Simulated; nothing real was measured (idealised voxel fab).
process module | voxel wiring stack
cross-section cut | 260 nm wide | cells 5 nm
A cross-section is a grid of square cells, given in bands from the top down. A band is one or more rows of cells.
Each band's line starts with the height of the band's top and of its bottom, in nm. Then come its materials from left to right, each with its width in nm. One material with "throughout" fills the band from edge to edge. "air" is empty space.
Height 0 is the level under which the wafer as received is all one material. The lowest band goes on downwards, as in "0 down".
A width such as "30 to 40" changes by the same amount from each row of cells to the next, from the band's top row to its bottom row.
"no change" after a step means that no cell of the cross-section changed.
closed voids: empty space of 8 cells or more with no open way to the top, each as width x height at its distance from the left edge, in nm
after a step's settings: what the simulator itself notes on the step
overlay nm, on a step with a mask: how far to the right of its planned place the mask lay; to the left if negative
plan
1 op RECEIVE | material Si
2 op CONFORMAL_DEP | material SiO2 | thk nm 15
3 op CONFORMAL_DEP | material SiCN | thk nm 5
4 op DIRECTIONAL_DEP | material lowk | thk nm 15
5 op DIRECTIONAL_DEP | material aC | thk nm 10
6 op PATTERN | tone open | mask id METAL_1 | material resist | width nm 20 | pitch nm 40 | thk nm 25 | overlay nm 0
7 op DIRECTIONAL_ETCH | etch materials aC | depth nm 10
8 op STRIP | etch materials resist
9 op DIRECTIONAL_ETCH | etch materials lowk | depth nm 15
10 op DIRECTIONAL_ETCH | etch materials SiCN | depth nm 5
11 op STRIP | etch materials aC
12 op CONFORMAL_DEP | material TiN | thk nm 5
13 op FILL_DEP | material Cu | thk nm 5
14 op CMP | height nm 35
15 op EPI | material Ru | thk nm 5
16 op FILL_DEP | material SiCN | thk nm 5
17 op DIRECTIONAL_DEP | material SiO2 | thk nm 15
18 op DIRECTIONAL_DEP | material aC | thk nm 15
19 op PATTERN | tone open | mask id PLUG_1 | material resist | width nm 15 | pitch nm 40 | thk nm 30 | overlay nm 0
20 op DIRECTIONAL_ETCH | etch materials aC | depth nm 15
21 op STRIP | etch materials resist
22 op DIRECTIONAL_ETCH | etch materials SiO2 | depth nm 15
23 op DIRECTIONAL_ETCH | etch materials SiCN | depth nm 5
24 op STRIP | etch materials aC
25 op EPI | material Ru | thk nm 10
26 op EPI | material Ru | thk nm 10
27 op CONFORMAL_DEP | material SiCN | thk nm 5
28 op DIRECTIONAL_DEP | material lowk | thk nm 20
29 op PATTERN | tone open | mask id METAL_2 | material resist | width nm 20 | pitch nm 40 | thk nm 15 | overlay nm 0
30 op DIRECTIONAL_ETCH | etch materials lowk | depth nm 20
31 op DIRECTIONAL_ETCH | etch materials SiCN | depth nm 5
32 op STRIP | etch materials resist
33 op CONFORMAL_DEP | material TiN | thk nm 5
34 op FILL_DEP | material W | thk nm 5
35 op CMP | height nm 85
36 op CONFORMAL_DEP | material SiCN | thk nm 5
37 op DIRECTIONAL_DEP | material lowk | thk nm 30
38 op MASKED_ETCH | tone open | mask id METAL_3 | width nm 20 | pitch nm 40 | etch materials lowk | depth nm 15 | overlay nm 0
39 op MASKED_ETCH | tone open | mask id METAL_3_HOLES | width nm 15 | pitch nm 40 | etch materials lowk | depth nm 15 | overlay nm 0
40 op MASKED_ETCH | tone open | mask id METAL_3_HOLES | width nm 15 | pitch nm 40 | etch materials SiCN | depth nm 5 | overlay nm 0
41 op CONFORMAL_DEP | material TiN | thk nm 5
42 op FILL_DEP | material Cu | thk nm 5
43 op CMP | height nm 120
44 op CONFORMAL_DEP | material SiCN | thk nm 5
45 op DIRECTIONAL_DEP | material SiO2 | thk nm 20
46 op MASKED_ETCH | tone open | mask id PLUG_3 | width nm 15 | pitch nm 40 | etch materials SiO2 | depth nm 20 | overlay nm 0
47 op MASKED_ETCH | tone open | mask id PLUG_3 | width nm 15 | pitch nm 40 | etch materials SiCN | depth nm 5 | overlay nm 0
48 op EPI | material Ru | thk nm 10
49 op EPI | material Ru | thk nm 10
50 op EPI | material Ru | thk nm 5
51 op DIRECTIONAL_DEP | material TiN | thk nm 5
52 op DIRECTIONAL_DEP | material W | thk nm 25
53 op MASKED_ETCH | tone cover | mask id METAL_4 | width nm 20 | pitch nm 40 | etch materials W | depth nm 25 | overlay nm 0
54 op MASKED_ETCH | tone cover | mask id METAL_4 | width nm 20 | pitch nm 40 | etch materials TiN | depth nm 5 | overlay nm 0
55 op CONFORMAL_DEP | material SiCN | thk nm 5
56 op FILL_DEP | material SiO2 | thk nm 5
57 op CMP | height nm 175
58 op CONFORMAL_DEP | material SiCN | thk nm 5
first wafer, as planned
as received, after step 1
  0 down: Si throughout
  closed voids: none
after step 2
  15 to 0: SiO2 throughout
  below 0: unchanged
after step 3
  20 to 15: SiCN throughout
  below 15: unchanged
after step 4
  35 to 20: lowk throughout
  below 20: unchanged
after step 5
  45 to 35: aC throughout
  below 35: unchanged
after step 6
  70 to 45: resist 80 | air 20 | resist 20 | air 20 | resist 20 | air 20 | resist 80
  below 45: unchanged
after step 7
  60 to 45: resist 80 | air 20 | resist 20 | air 20 | resist 20 | air 20 | resist 80
  45 to 35: aC 80 | air 20 | aC 20 | air 20 | aC 20 | air 20 | aC 80
  below 35: unchanged
after step 8
  45 to 35: aC 80 | air 20 | aC 20 | air 20 | aC 20 | air 20 | aC 80
  below 35: unchanged
after step 9
  45 to 35: aC 80 | air 20 | aC 20 | air 20 | aC 20 | air 20 | aC 80
  35 to 20: lowk 80 | air 20 | lowk 20 | air 20 | lowk 20 | air 20 | lowk 80
  below 20: unchanged
after step 10
  45 to 35: aC 80 | air 20 | aC 20 | air 20 | aC 20 | air 20 | aC 80
  35 to 20: lowk 80 | air 20 | lowk 20 | air 20 | lowk 20 | air 20 | lowk 80
  20 to 15: SiCN 80 | air 20 | SiCN 20 | air 20 | SiCN 20 | air 20 | SiCN 80
  below 15: unchanged
after step 11
  35 to 20: lowk 80 | air 20 | lowk 20 | air 20 | lowk 20 | air 20 | lowk 80
  below 20: unchanged
after step 12
  40 to 35: TiN 85 | air 10 | TiN 30 | air 10 | TiN 30 | air 10 | TiN 85
  35 to 20: lowk 80 | TiN 5 | air 10 | TiN 5 | lowk 20 | TiN 5 | air 10 | TiN 5 | lowk 20 | TiN 5 | air 10 | TiN 5 | lowk 80
  20 to 15: SiCN 80 | TiN 20 | SiCN 20 | TiN 20 | SiCN 20 | TiN 20 | SiCN 80
  below 15: unchanged
after step 13
  45 to 40: Cu throughout
  40 to 35: TiN 85 | Cu 10 | TiN 30 | Cu 10 | TiN 30 | Cu 10 | TiN 85
  35 to 20: lowk 80 | TiN 5 | Cu 10 | TiN 5 | lowk 20 | TiN 5 | Cu 10 | TiN 5 | lowk 20 | TiN 5 | Cu 10 | TiN 5 | lowk 80
  below 20: unchanged
after step 14
  35 to 20: lowk 80 | TiN 5 | Cu 10 | TiN 5 | lowk 20 | TiN 5 | Cu 10 | TiN 5 | lowk 20 | TiN 5 | Cu 10 | TiN 5 | lowk 80
  below 20: unchanged
after step 15
  40 to 35: air 75 | Ru 30 | air 10 | Ru 30 | air 10 | Ru 30 | air 75
  below 35: unchanged
after step 16
  45 to 40: SiCN throughout
  40 to 35: SiCN 75 | Ru 30 | SiCN 10 | Ru 30 | SiCN 10 | Ru 30 | SiCN 75
  below 35: unchanged
after step 17
  60 to 45: SiO2 throughout
  below 45: unchanged
after step 18
  75 to 60: aC throughout
  below 60: unchanged
after step 19
  105 to 75: resist 80 | air 15 | resist 25 | air 15 | resist 25 | air 15 | resist 85
  below 75: unchanged
after step 20
  90 to 75: resist 80 | air 15 | resist 25 | air 15 | resist 25 | air 15 | resist 85
  75 to 60: aC 80 | air 15 | aC 25 | air 15 | aC 25 | air 15 | aC 85
  below 60: unchanged
after step 21
  75 to 60: aC 80 | air 15 | aC 25 | air 15 | aC 25 | air 15 | aC 85
  below 60: unchanged
after step 22
  75 to 60: aC 80 | air 15 | aC 25 | air 15 | aC 25 | air 15 | aC 85
  60 to 45: SiO2 80 | air 15 | SiO2 25 | air 15 | SiO2 25 | air 15 | SiO2 85
  below 45: unchanged
after step 23
  75 to 60: aC 80 | air 15 | aC 25 | air 15 | aC 25 | air 15 | aC 85
  60 to 45: SiO2 80 | air 15 | SiO2 25 | air 15 | SiO2 25 | air 15 | SiO2 85
  45 to 40: SiCN 80 | air 15 | SiCN 25 | air 15 | SiCN 25 | air 15 | SiCN 85
  below 40: unchanged
after step 24
  60 to 45: SiO2 80 | air 15 | SiO2 25 | air 15 | SiO2 25 | air 15 | SiO2 85
  below 45: unchanged
after step 25
  60 to 50: SiO2 80 | air 15 | SiO2 25 | air 15 | SiO2 25 | air 15 | SiO2 85
  50 to 45: SiO2 80 | Ru 15 | SiO2 25 | Ru 15 | SiO2 25 | Ru 15 | SiO2 85
  45 to 35: SiCN 80 to 75 | Ru 15 to 30 | SiCN 25 to 10 | Ru 15 to 30 | SiCN 25 to 10 | Ru 15 to 30 | SiCN 85 to 75
  below 35: unchanged
after step 26
  60 to 45: SiO2 80 | Ru 15 | SiO2 25 | Ru 15 | SiO2 25 | Ru 15 | SiO2 85
  below 45: unchanged
after step 27
  65 to 60: SiCN throughout
  below 60: unchanged
after step 28
  85 to 65: lowk throughout
  below 65: unchanged
after step 29
  100 to 85: resist 80 | air 20 | resist 20 | air 20 | resist 20 | air 20 | resist 80
  below 85: unchanged
after step 30
  100 to 85: resist 80 | air 20 | resist 20 | air 20 | resist 20 | air 20 | resist 80
  85 to 65: lowk 80 | air 20 | lowk 20 | air 20 | lowk 20 | air 20 | lowk 80
  below 65: unchanged
after step 31
  100 to 85: resist 80 | air 20 | resist 20 | air 20 | resist 20 | air 20 | resist 80
  85 to 65: lowk 80 | air 20 | lowk 20 | air 20 | lowk 20 | air 20 | lowk 80
  65 to 60: SiCN 80 | air 20 | SiCN 20 | air 20 | SiCN 20 | air 20 | SiCN 80
  below 60: unchanged
after step 32
  85 to 65: lowk 80 | air 20 | lowk 20 | air 20 | lowk 20 | air 20 | lowk 80
  below 65: unchanged
after step 33
  90 to 85: TiN 85 | air 10 | TiN 30 | air 10 | TiN 30 | air 10 | TiN 85
  85 to 65: lowk 80 | TiN 5 | air 10 | TiN 5 | lowk 20 | TiN 5 | air 10 | TiN 5 | lowk 20 | TiN 5 | air 10 | TiN 5 | lowk 80
  65 to 60: SiCN 80 | TiN 20 | SiCN 20 | TiN 20 | SiCN 20 | TiN 20 | SiCN 80
  below 60: unchanged
after step 34
  95 to 90: W throughout
  90 to 85: TiN 85 | W 10 | TiN 30 | W 10 | TiN 30 | W 10 | TiN 85
  85 to 65: lowk 80 | TiN 5 | W 10 | TiN 5 | lowk 20 | TiN 5 | W 10 | TiN 5 | lowk 20 | TiN 5 | W 10 | TiN 5 | lowk 80
  below 65: unchanged
after step 35
  85 to 65: lowk 80 | TiN 5 | W 10 | TiN 5 | lowk 20 | TiN 5 | W 10 | TiN 5 | lowk 20 | TiN 5 | W 10 | TiN 5 | lowk 80
  below 65: unchanged
after step 36
  90 to 85: SiCN throughout
  below 85: unchanged
after step 37
  120 to 90: lowk throughout
  below 90: unchanged
after step 38
  120 to 105: lowk 80 | air 20 | lowk 20 | air 20 | lowk 20 | air 20 | lowk 80
  below 105: unchanged
after step 39
  120 to 105: lowk 80 | air 20 | lowk 20 | air 20 | lowk 20 | air 20 | lowk 80
  105 to 90: lowk 80 | air 15 | lowk 25 | air 15 | lowk 25 | air 15 | lowk 85
  below 90: unchanged
after step 40
  120 to 105: lowk 80 | air 20 | lowk 20 | air 20 | lowk 20 | air 20 | lowk 80
  105 to 90: lowk 80 | air 15 | lowk 25 | air 15 | lowk 25 | air 15 | lowk 85
  90 to 85: SiCN 80 | air 15 | SiCN 25 | air 15 | SiCN 25 | air 15 | SiCN 85
  below 85: unchanged
after step 41
  125 to 120: TiN 85 | air 10 | TiN 30 | air 10 | TiN 30 | air 10 | TiN 85
  120 to 110: lowk 80 | TiN 5 | air 10 | TiN 5 | lowk 20 | TiN 5 | air 10 | TiN 5 | lowk 20 | TiN 5 | air 10 | TiN 5 | lowk 80
  110 to 105: lowk 80 | TiN 5 | air 5 | TiN 10 | lowk 20 | TiN 5 | air 5 | TiN 10 | lowk 20 | TiN 5 | air 5 | TiN 10 | lowk 80
  105 to 90: lowk 80 | TiN 5 | air 5 | TiN 5 | lowk 25 | TiN 5 | air 5 | TiN 5 | lowk 25 | TiN 5 | air 5 | TiN 5 | lowk 85
  90 to 85: SiCN 80 | TiN 15 | SiCN 25 | TiN 15 | SiCN 25 | TiN 15 | SiCN 85
  below 85: unchanged
after step 42
  130 to 125: Cu throughout
  125 to 120: TiN 85 | Cu 10 | TiN 30 | Cu 10 | TiN 30 | Cu 10 | TiN 85
  120 to 110: lowk 80 | TiN 5 | Cu 10 | TiN 5 | lowk 20 | TiN 5 | Cu 10 | TiN 5 | lowk 20 | TiN 5 | Cu 10 | TiN 5 | lowk 80
  110 to 105: lowk 80 | TiN 5 | Cu 5 | TiN 10 | lowk 20 | TiN 5 | Cu 5 | TiN 10 | lowk 20 | TiN 5 | Cu 5 | TiN 10 | lowk 80
  105 to 90: lowk 80 | TiN 5 | Cu 5 | TiN 5 | lowk 25 | TiN 5 | Cu 5 | TiN 5 | lowk 25 | TiN 5 | Cu 5 | TiN 5 | lowk 85
  below 90: unchanged
after step 43
  120 to 110: lowk 80 | TiN 5 | Cu 10 | TiN 5 | lowk 20 | TiN 5 | Cu 10 | TiN 5 | lowk 20 | TiN 5 | Cu 10 | TiN 5 | lowk 80
  below 110: unchanged
after step 44
  125 to 120: SiCN throughout
  below 120: unchanged
after step 45
  145 to 125: SiO2 throughout
  below 125: unchanged
after step 46
  145 to 125: SiO2 80 | air 15 | SiO2 25 | air 15 | SiO2 25 | air 15 | SiO2 85
  below 125: unchanged
after step 47
  145 to 125: SiO2 80 | air 15 | SiO2 25 | air 15 | SiO2 25 | air 15 | SiO2 85
  125 to 120: SiCN 80 | air 15 | SiCN 25 | air 15 | SiCN 25 | air 15 | SiCN 85
  below 120: unchanged
after step 48
  145 to 130: SiO2 80 | air 15 | SiO2 25 | air 15 | SiO2 25 | air 15 | SiO2 85
  130 to 125: SiO2 80 | Ru 15 | SiO2 25 | Ru 15 | SiO2 25 | Ru 15 | SiO2 85
  125 to 120: SiCN 80 | Ru 15 | SiCN 25 | Ru 15 | SiCN 25 | Ru 15 | SiCN 85
  below 120: unchanged
after step 49
  145 to 140: SiO2 80 | air 15 | SiO2 25 | air 15 | SiO2 25 | air 15 | SiO2 85
  140 to 125: SiO2 80 | Ru 15 | SiO2 25 | Ru 15 | SiO2 25 | Ru 15 | SiO2 85
  below 125: unchanged
after step 50
  145 to 125: SiO2 80 | Ru 15 | SiO2 25 | Ru 15 | SiO2 25 | Ru 15 | SiO2 85
  below 125: unchanged
after step 51
  150 to 145: TiN throughout
  below 145: unchanged
after step 52
  175 to 150: W throughout
  below 150: unchanged
after step 53
  175 to 150: air 80 | W 20 | air 20 | W 20 | air 20 | W 20 | air 80
  below 150: unchanged
after step 54
  175 to 150: air 80 | W 20 | air 20 | W 20 | air 20 | W 20 | air 80
  150 to 145: air 80 | TiN 20 | air 20 | TiN 20 | air 20 | TiN 20 | air 80
  below 145: unchanged
after step 55
  180 to 175: air 75 | SiCN 30 | air 10 | SiCN 30 | air 10 | SiCN 30 | air 75
  175 to 150: air 75 | SiCN 5 | W 20 | SiCN 5 | air 10 | SiCN 5 | W 20 | SiCN 5 | air 10 | SiCN 5 | W 20 | SiCN 5 | air 75
  150 to 145: SiCN 80 | TiN 20 | SiCN 20 | TiN 20 | SiCN 20 | TiN 20 | SiCN 80
  below 145: unchanged
after step 56
  185 to 180: SiO2 throughout
  180 to 175: SiO2 75 | SiCN 30 | SiO2 10 | SiCN 30 | SiO2 10 | SiCN 30 | SiO2 75
  175 to 150: SiO2 75 | SiCN 5 | W 20 | SiCN 5 | SiO2 10 | SiCN 5 | W 20 | SiCN 5 | SiO2 10 | SiCN 5 | W 20 | SiCN 5 | SiO2 75
  below 150: unchanged
after step 57
  175 to 150: SiO2 75 | SiCN 5 | W 20 | SiCN 5 | SiO2 10 | SiCN 5 | W 20 | SiCN 5 | SiO2 10 | SiCN 5 | W 20 | SiCN 5 | SiO2 75
  below 150: unchanged
after step 58
  180 to 175: SiCN throughout
  below 175: unchanged
second wafer: like start, like plan, one mistake. Through step 2 it matches the first wafer
when step 3 should have ended
  30 to 15: lowk throughout
  below 15: unchanged
when step 4 should have ended
  35 to 30: SiCN throughout
  below 30: unchanged
when step 5 should have ended
  45 to 35: aC throughout
  below 35: unchanged
when step 6 should have ended
  70 to 45: resist 80 | air 20 | resist 20 | air 20 | resist 20 | air 20 | resist 80
  below 45: unchanged
when step 7 should have ended
  60 to 45: resist 80 | air 20 | resist 20 | air 20 | resist 20 | air 20 | resist 80
  45 to 35: aC 80 | air 20 | aC 20 | air 20 | aC 20 | air 20 | aC 80
  below 35: unchanged
when step 8 should have ended
  45 to 35: aC 80 | air 20 | aC 20 | air 20 | aC 20 | air 20 | aC 80
  below 35: unchanged
when step 9 should have ended: no change
when step 10 should have ended
  45 to 35: aC 80 | air 20 | aC 20 | air 20 | aC 20 | air 20 | aC 80
  35 to 30: SiCN 80 | air 20 | SiCN 20 | air 20 | SiCN 20 | air 20 | SiCN 80
  below 30: unchanged
when step 11 should have ended
  35 to 30: SiCN 80 | air 20 | SiCN 20 | air 20 | SiCN 20 | air 20 | SiCN 80
  below 30: unchanged
when step 12 should have ended
  40 to 35: TiN 85 | air 10 | TiN 30 | air 10 | TiN 30 | air 10 | TiN 85
  35 to 30: SiCN 80 | TiN 20 | SiCN 20 | TiN 20 | SiCN 20 | TiN 20 | SiCN 80
  below 30: unchanged
when step 13 should have ended
  45 to 40: Cu throughout
  40 to 35: TiN 85 | Cu 10 | TiN 30 | Cu 10 | TiN 30 | Cu 10 | TiN 85
  below 35: unchanged
when step 14 should have ended
  35 to 30: SiCN 80 | TiN 20 | SiCN 20 | TiN 20 | SiCN 20 | TiN 20 | SiCN 80
  below 30: unchanged
when step 15 should have ended
  40 to 35: air 75 | Ru 30 | air 10 | Ru 30 | air 10 | Ru 30 | air 75
  below 35: unchanged
when step 16 should have ended
  45 to 40: SiCN throughout
  40 to 35: SiCN 75 | Ru 30 | SiCN 10 | Ru 30 | SiCN 10 | Ru 30 | SiCN 75
  below 35: unchanged
when step 17 should have ended
  60 to 45: SiO2 throughout
  below 45: unchanged
when step 18 should have ended
  75 to 60: aC throughout
  below 60: unchanged
when step 19 should have ended
  105 to 75: resist 80 | air 15 | resist 25 | air 15 | resist 25 | air 15 | resist 85
  below 75: unchanged
when step 20 should have ended
  90 to 75: resist 80 | air 15 | resist 25 | air 15 | resist 25 | air 15 | resist 85
  75 to 60: aC 80 | air 15 | aC 25 | air 15 | aC 25 | air 15 | aC 85
  below 60: unchanged
when step 21 should have ended
  75 to 60: aC 80 | air 15 | aC 25 | air 15 | aC 25 | air 15 | aC 85
  below 60: unchanged
when step 22 should have ended
  75 to 60: aC 80 | air 15 | aC 25 | air 15 | aC 25 | air 15 | aC 85
  60 to 45: SiO2 80 | air 15 | SiO2 25 | air 15 | SiO2 25 | air 15 | SiO2 85
  below 45: unchanged
when step 23 should have ended
  75 to 60: aC 80 | air 15 | aC 25 | air 15 | aC 25 | air 15 | aC 85
  60 to 45: SiO2 80 | air 15 | SiO2 25 | air 15 | SiO2 25 | air 15 | SiO2 85
  45 to 40: SiCN 80 | air 15 | SiCN 25 | air 15 | SiCN 25 | air 15 | SiCN 85
  below 40: unchanged
when step 24 should have ended
  60 to 45: SiO2 80 | air 15 | SiO2 25 | air 15 | SiO2 25 | air 15 | SiO2 85
  below 45: unchanged
when step 25 should have ended
  60 to 50: SiO2 80 | air 15 | SiO2 25 | air 15 | SiO2 25 | air 15 | SiO2 85
  50 to 45: SiO2 80 | Ru 15 | SiO2 25 | Ru 15 | SiO2 25 | Ru 15 | SiO2 85
  45 to 35: SiCN 80 to 75 | Ru 15 to 30 | SiCN 25 to 10 | Ru 15 to 30 | SiCN 25 to 10 | Ru 15 to 30 | SiCN 85 to 75
  below 35: unchanged
when step 26 should have ended
  60 to 45: SiO2 80 | Ru 15 | SiO2 25 | Ru 15 | SiO2 25 | Ru 15 | SiO2 85
  below 45: unchanged
when step 27 should have ended
  65 to 60: SiCN throughout
  below 60: unchanged
when step 28 should have ended
  85 to 65: lowk throughout
  below 65: unchanged
when step 29 should have ended
  100 to 85: resist 80 | air 20 | resist 20 | air 20 | resist 20 | air 20 | resist 80
  below 85: unchanged
when step 30 should have ended
  100 to 85: resist 80 | air 20 | resist 20 | air 20 | resist 20 | air 20 | resist 80
  85 to 65: lowk 80 | air 20 | lowk 20 | air 20 | lowk 20 | air 20 | lowk 80
  below 65: unchanged
when step 31 should have ended
  100 to 85: resist 80 | air 20 | resist 20 | air 20 | resist 20 | air 20 | resist 80
  85 to 65: lowk 80 | air 20 | lowk 20 | air 20 | lowk 20 | air 20 | lowk 80
  65 to 60: SiCN 80 | air 20 | SiCN 20 | air 20 | SiCN 20 | air 20 | SiCN 80
  below 60: unchanged
when step 32 should have ended
  85 to 65: lowk 80 | air 20 | lowk 20 | air 20 | lowk 20 | air 20 | lowk 80
  below 65: unchanged
when step 33 should have ended
  90 to 85: TiN 85 | air 10 | TiN 30 | air 10 | TiN 30 | air 10 | TiN 85
  85 to 65: lowk 80 | TiN 5 | air 10 | TiN 5 | lowk 20 | TiN 5 | air 10 | TiN 5 | lowk 20 | TiN 5 | air 10 | TiN 5 | lowk 80
  65 to 60: SiCN 80 | TiN 20 | SiCN 20 | TiN 20 | SiCN 20 | TiN 20 | SiCN 80
  below 60: unchanged
when step 34 should have ended
  95 to 90: W throughout
  90 to 85: TiN 85 | W 10 | TiN 30 | W 10 | TiN 30 | W 10 | TiN 85
  85 to 65: lowk 80 | TiN 5 | W 10 | TiN 5 | lowk 20 | TiN 5 | W 10 | TiN 5 | lowk 20 | TiN 5 | W 10 | TiN 5 | lowk 80
  below 65: unchanged
when step 35 should have ended
  85 to 65: lowk 80 | TiN 5 | W 10 | TiN 5 | lowk 20 | TiN 5 | W 10 | TiN 5 | lowk 20 | TiN 5 | W 10 | TiN 5 | lowk 80
  below 65: unchanged
when step 36 should have ended
  90 to 85: SiCN throughout
  below 85: unchanged
when step 37 should have ended
  120 to 90: lowk throughout
  below 90: unchanged
when step 38 should have ended
  120 to 105: lowk 80 | air 20 | lowk 20 | air 20 | lowk 20 | air 20 | lowk 80
  below 105: unchanged
when step 39 should have ended
  120 to 105: lowk 80 | air 20 | lowk 20 | air 20 | lowk 20 | air 20 | lowk 80
  105 to 90: lowk 80 | air 15 | lowk 25 | air 15 | lowk 25 | air 15 | lowk 85
  below 90: unchanged
when step 40 should have ended
  120 to 105: lowk 80 | air 20 | lowk 20 | air 20 | lowk 20 | air 20 | lowk 80
  105 to 90: lowk 80 | air 15 | lowk 25 | air 15 | lowk 25 | air 15 | lowk 85
  90 to 85: SiCN 80 | air 15 | SiCN 25 | air 15 | SiCN 25 | air 15 | SiCN 85
  below 85: unchanged
when step 41 should have ended
  125 to 120: TiN 85 | air 10 | TiN 30 | air 10 | TiN 30 | air 10 | TiN 85
  120 to 110: lowk 80 | TiN 5 | air 10 | TiN 5 | lowk 20 | TiN 5 | air 10 | TiN 5 | lowk 20 | TiN 5 | air 10 | TiN 5 | lowk 80
  110 to 105: lowk 80 | TiN 5 | air 5 | TiN 10 | lowk 20 | TiN 5 | air 5 | TiN 10 | lowk 20 | TiN 5 | air 5 | TiN 10 | lowk 80
  105 to 90: lowk 80 | TiN 5 | air 5 | TiN 5 | lowk 25 | TiN 5 | air 5 | TiN 5 | lowk 25 | TiN 5 | air 5 | TiN 5 | lowk 85
  90 to 85: SiCN 80 | TiN 15 | SiCN 25 | TiN 15 | SiCN 25 | TiN 15 | SiCN 85
  below 85: unchanged
when step 42 should have ended
  130 to 125: Cu throughout
  125 to 120: TiN 85 | Cu 10 | TiN 30 | Cu 10 | TiN 30 | Cu 10 | TiN 85
  120 to 110: lowk 80 | TiN 5 | Cu 10 | TiN 5 | lowk 20 | TiN 5 | Cu 10 | TiN 5 | lowk 20 | TiN 5 | Cu 10 | TiN 5 | lowk 80
  110 to 105: lowk 80 | TiN 5 | Cu 5 | TiN 10 | lowk 20 | TiN 5 | Cu 5 | TiN 10 | lowk 20 | TiN 5 | Cu 5 | TiN 10 | lowk 80
  105 to 90: lowk 80 | TiN 5 | Cu 5 | TiN 5 | lowk 25 | TiN 5 | Cu 5 | TiN 5 | lowk 25 | TiN 5 | Cu 5 | TiN 5 | lowk 85
  below 90: unchanged
when step 43 should have ended
  120 to 110: lowk 80 | TiN 5 | Cu 10 | TiN 5 | lowk 20 | TiN 5 | Cu 10 | TiN 5 | lowk 20 | TiN 5 | Cu 10 | TiN 5 | lowk 80
  below 110: unchanged
when step 44 should have ended
  125 to 120: SiCN throughout
  below 120: unchanged
when step 45 should have ended
  145 to 125: SiO2 throughout
  below 125: unchanged
when step 46 should have ended
  145 to 125: SiO2 80 | air 15 | SiO2 25 | air 15 | SiO2 25 | air 15 | SiO2 85
  below 125: unchanged
when step 47 should have ended
  145 to 125: SiO2 80 | air 15 | SiO2 25 | air 15 | SiO2 25 | air 15 | SiO2 85
  125 to 120: SiCN 80 | air 15 | SiCN 25 | air 15 | SiCN 25 | air 15 | SiCN 85
  below 120: unchanged
when step 48 should have ended
  145 to 130: SiO2 80 | air 15 | SiO2 25 | air 15 | SiO2 25 | air 15 | SiO2 85
  130 to 125: SiO2 80 | Ru 15 | SiO2 25 | Ru 15 | SiO2 25 | Ru 15 | SiO2 85
  125 to 120: SiCN 80 | Ru 15 | SiCN 25 | Ru 15 | SiCN 25 | Ru 15 | SiCN 85
  below 120: unchanged
when step 49 should have ended
  145 to 140: SiO2 80 | air 15 | SiO2 25 | air 15 | SiO2 25 | air 15 | SiO2 85
  140 to 125: SiO2 80 | Ru 15 | SiO2 25 | Ru 15 | SiO2 25 | Ru 15 | SiO2 85
  below 125: unchanged
when step 50 should have ended
  145 to 125: SiO2 80 | Ru 15 | SiO2 25 | Ru 15 | SiO2 25 | Ru 15 | SiO2 85
  below 125: unchanged
when step 51 should have ended
  150 to 145: TiN throughout
  below 145: unchanged
when step 52 should have ended
  175 to 150: W throughout
  below 150: unchanged
when step 53 should have ended
  175 to 150: air 80 | W 20 | air 20 | W 20 | air 20 | W 20 | air 80
  below 150: unchanged
when step 54 should have ended
  175 to 150: air 80 | W 20 | air 20 | W 20 | air 20 | W 20 | air 80
  150 to 145: air 80 | TiN 20 | air 20 | TiN 20 | air 20 | TiN 20 | air 80
  below 145: unchanged
when step 55 should have ended
  180 to 175: air 75 | SiCN 30 | air 10 | SiCN 30 | air 10 | SiCN 30 | air 75
  175 to 150: air 75 | SiCN 5 | W 20 | SiCN 5 | air 10 | SiCN 5 | W 20 | SiCN 5 | air 10 | SiCN 5 | W 20 | SiCN 5 | air 75
  150 to 145: SiCN 80 | TiN 20 | SiCN 20 | TiN 20 | SiCN 20 | TiN 20 | SiCN 80
  below 145: unchanged
when step 56 should have ended
  185 to 180: SiO2 throughout
  180 to 175: SiO2 75 | SiCN 30 | SiO2 10 | SiCN 30 | SiO2 10 | SiCN 30 | SiO2 75
  175 to 150: SiO2 75 | SiCN 5 | W 20 | SiCN 5 | SiO2 10 | SiCN 5 | W 20 | SiCN 5 | SiO2 10 | SiCN 5 | W 20 | SiCN 5 | SiO2 75
  below 150: unchanged
when step 57 should have ended
  175 to 150: SiO2 75 | SiCN 5 | W 20 | SiCN 5 | SiO2 10 | SiCN 5 | W 20 | SiCN 5 | SiO2 10 | SiCN 5 | W 20 | SiCN 5 | SiO2 75
  below 150: unchanged
when step 58 should have ended
  180 to 175: SiCN throughout
  below 175: unchanged
what went wrong: steps 3 and 4 were swapped
at the end the second wafer has, in cells: 18 fewer of Cu | 18 fewer of TiN | 36 more of lowk
